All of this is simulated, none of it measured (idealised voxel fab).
process module | voxel transistor to metal
cross-section cut | 185 nm wide | cells 5 nm
A cross-section is a grid of square cells, given in bands from the top down. A band is one or more rows of cells.
Each band's line starts with the height of the band's top and of its bottom, in nm. Then come its materials from left to right, each with its width in nm. One material with "throughout" fills the band from edge to edge. "air" is empty space.
Height 0 is the level under which the wafer as received is all one material. The lowest band goes on downwards, as in "0 down".
A width such as "30 to 40" changes by the same amount from each row of cells to the next, from the band's top row to its bottom row.
"no change" after a step means that no cell of the cross-section changed.
closed voids: empty space of 8 cells or more with no open way to the top, each as width x height at its distance from the left edge, in nm
after a step's settings: what the simulator itself notes on the step
overlay nm, on a step with a mask: how far to the right of its planned place the mask lay; to the left if negative
plan
1 op RECEIVE | material Si
2 op OXIDIZE | depth nm 5
3 op CONFORMAL_DEP | material SiN | thk nm 10
4 op DIRECTIONAL_DEP | material aC | thk nm 10
5 op PATTERN | tone cover | mask id ACTIVE | material resist | width nm 95 | thk nm 30 | overlay nm 0
6 op DIRECTIONAL_ETCH | etch materials aC | depth nm 10
7 op STRIP | etch materials resist
8 op DIRECTIONAL_ETCH | etch materials SiN | depth nm 10
9 op DIRECTIONAL_ETCH | etch materials SiO2 | depth nm 5
10 op DIRECTIONAL_ETCH | etch materials Si | depth nm 25
11 op STRIP | etch materials aC
12 op FILL_DEP | material SiO2 | thk nm 10
13 op CMP | height nm 10
14 op SELECTIVE_ETCH | etch materials SiO2 | depth nm 5
15 op STRIP | etch materials SiN
16 op SELECTIVE_ETCH | etch materials SiO2 | depth nm 5
17 op OXIDIZE | depth nm 5
18 op DIRECTIONAL_DEP | material polySi | thk nm 20
19 op DIRECTIONAL_DEP | material SiCN | thk nm 15
20 op DIRECTIONAL_DEP | material aC | thk nm 10
21 op PATTERN | tone cover | mask id GATE | material resist | width nm 25 | thk nm 30 | overlay nm 0
22 op DIRECTIONAL_ETCH | etch materials aC | depth nm 10
23 op STRIP | etch materials resist
24 op DIRECTIONAL_ETCH | etch materials SiCN | depth nm 25
25 op DIRECTIONAL_ETCH | etch materials polySi | depth nm 30
26 op STRIP | etch materials aC
27 op CONFORMAL_DEP | material SiN | thk nm 10
28 op DIRECTIONAL_ETCH | etch materials SiN | depth nm 10
29 op DIRECTIONAL_ETCH | etch materials SiO2 | depth nm 5
30 op EPI | material nSi | thk nm 5
31 op FILL_DEP | material SiO2 | thk nm 5
32 op CMP | height nm 15
33 op STRIP | etch materials polySi
34 op SELECTIVE_ETCH | etch materials SiO2 | depth nm 5
35 op CONFORMAL_DEP | material HfO2 | thk nm 5
36 op CONFORMAL_DEP | material TiN | thk nm 5
37 op FILL_DEP | material W | thk nm 10
38 op CMP | height nm 10
39 op DIRECTIONAL_DEP | material SiO2 | thk nm 15
40 op DIRECTIONAL_DEP | material aC | thk nm 10
41 op PATTERN | tone open | mask id CONTACT | material resist | width nm 15 | pitch nm 70 | thk nm 30 | overlay nm 0
42 op DIRECTIONAL_ETCH | etch materials aC | depth nm 10
43 op STRIP | etch materials resist
44 op DIRECTIONAL_ETCH | etch materials SiO2 | depth nm 30
45 op STRIP | etch materials aC
46 op CONFORMAL_DEP | material TiN | thk nm 5
47 op FILL_DEP | material W | thk nm 5
48 op CMP | height nm 25
49 op DIRECTIONAL_DEP | material TiN | thk nm 5
50 op DIRECTIONAL_DEP | material W | thk nm 15
51 op DIRECTIONAL_DEP | material aC | thk nm 15
52 op PATTERN | tone cover | mask id METAL_1 | material resist | width nm 15 | pitch nm 70 | thk nm 35 | overlay nm 0
53 op DIRECTIONAL_ETCH | etch materials aC | depth nm 15
54 op STRIP | etch materials resist
55 op DIRECTIONAL_ETCH | etch materials W | depth nm 15
56 op DIRECTIONAL_ETCH | etch materials TiN | depth nm 5
57 op STRIP | etch materials aC
58 op FILL_DEP | material lowk | thk nm 10
59 op CMP | height nm 45
60 op CONFORMAL_DEP | material SiCN | thk nm 5
61 op DIRECTIONAL_DEP | material SiO2 | thk nm 35
62 op PATTERN | tone open | mask id METAL_2 | material resist | width nm 15 | pitch nm 70 | thk nm 20 | overlay nm 0
63 op DIRECTIONAL_ETCH | etch materials SiO2 | depth nm 20
64 op STRIP | etch materials resist
65 op MASKED_ETCH | tone open | mask id METAL_2_HOLES | width nm 15 | pitch nm 70 | etch materials SiO2 | depth nm 15 | overlay nm 0
66 op MASKED_ETCH | tone open | mask id METAL_2_HOLES | width nm 15 | pitch nm 70 | etch materials SiCN | depth nm 5 | overlay nm 0
67 op CONFORMAL_DEP | material TiN | thk nm 5
68 op FILL_DEP | material Cu | thk nm 10
69 op CMP | height nm 85
70 op CONFORMAL_DEP | material SiCN | thk nm 5
as received, after step 1
  0 down: Si throughout
  closed voids: none
a wafer at the end: this start, this plan, one mistake
  90 to 85: SiCN throughout
  85 to 50: SiO2 50 | TiN 5 | Cu 5 | TiN 5 | SiO2 55 | TiN 5 | Cu 5 | TiN 5 | SiO2 50
  50 to 45: SiCN 50 | TiN 15 | SiCN 55 | TiN 15 | SiCN 50
  45 to 40: lowk 50 | TiN 15 | lowk 55 | TiN 15 | lowk 50
  40 to 25: W throughout
  25 to 10: SiO2 50 | TiN 5 | W 5 | TiN 5 | SiO2 55 | TiN 5 | W 5 | TiN 5 | SiO2 50
  10 to 0: SiO2 50 | TiN 5 | W 5 | TiN 5 | SiO2 5 | SiN 10 | HfO2 5 | TiN 5 | W 5 | TiN 5 | HfO2 5 | SiN 10 | SiO2 5 | TiN 5 | W 5 | TiN 5 | SiO2 50
  0 to -5: SiO2 40 | SiN 10 | TiN 15 | SiO2 5 | SiN 10 | HfO2 5 | TiN 15 | HfO2 5 | SiN 10 | SiO2 5 | TiN 15 | SiN 10 | SiO2 40
  -5 to -10: SiO2 50 | nSi 20 | SiO2 5 | HfO2 35 | SiO2 5 | nSi 20 | SiO2 50
  -10 to -30: SiO2 45 | Si 95 | SiO2 45
  -30 down: Si throughout
  closed voids: none
what went wrong: steps 49 and 50 were swapped
